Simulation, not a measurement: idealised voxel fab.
Name of the process module below: voxel tone inversion
Cross-section cut spans 160 nm and uses square cells 5 nm in size.
Format of a cross-section: grid, square cells. Given as bands. Order: top down. Band: one or more rows of cells.
Top height, bottom height, nm. Materials left to right, width each, nm. Single material + "throughout" = fills band edge to edge. "blank" = empty.
Zero point of the height axis is 0; under it, received wafer = one material. Lowest band: continues down indefinitely, "0 nm and below".
The notation "30->40" denotes a width that varies across the rows of cells in the band, beginning at the first number in the top row, finishing at the second number in the bottom row, and changing by an identical amount from each row to the next.
For the purposes of this document, the phrase "remained the same" attached to a step denotes that no cell within the cross-section was modified by that step.
Reported under the label "Closed void list" are the empty spaces having no open way to the top and comprising 8 cells or more; the notation for each is width x height at distance, in which the distance is measured from the left edge and all three values are in nm.
after a step's settings: what the simulator itself notes on the step
A step line may carry the setting "overlay nm", which, for steps involving a mask, states the distance by which the mask lay to the right of its intended position; negative values denote displacement to the left.
**So here's the lineup of process steps we planned**
- 1: RECEIVE | material Si
- 2: CONFORMAL_DEP | material SiN | thk nm 10
- 3: DIRECTIONAL_DEP | material aC | thk nm 15
- 4: PATTERN | tone cover | mask id POSTS | material resist | width nm 20 | pitch nm 50 | thk nm 10 | overlay nm 0
- 5: DIRECTIONAL_ETCH | etch materials aC | depth nm 15
- 6: STRIP | etch materials resist
- 7: FILL_DEP | material SiO2 | thk nm 5
- 8: CMP | height nm 25
- 9: STRIP | etch materials aC
Wafers differ in thk nm at step 4; plan lists the first wafer's value; identical starting state.
**The as-received cross-section of the first of several wafers corresponds to the state after step 1**
    0 nm and below: Si throughout
    Closed void list: none
**Here is how to read the rows: every wafer has a row, and it shows the wafer at the end of the module, giving for each material how many cells were gained (+) or lost (-) since the wafer was received, then listing its closed voids**
thk nm 10; +64 SiN; +72 SiO2; +24 aC; Closed void list: none
thk nm 15; +64 SiN; +60 SiO2; Closed void list: none
thk nm 20; +64 SiN; +60 SiO2; Closed void list: none
thk nm 25; +64 SiN; +60 SiO2; Closed void list: none
thk nm 30; +64 SiN; +60 SiO2; Closed void list: none
thk nm 35; +64 SiN; +60 SiO2; Closed void list: none
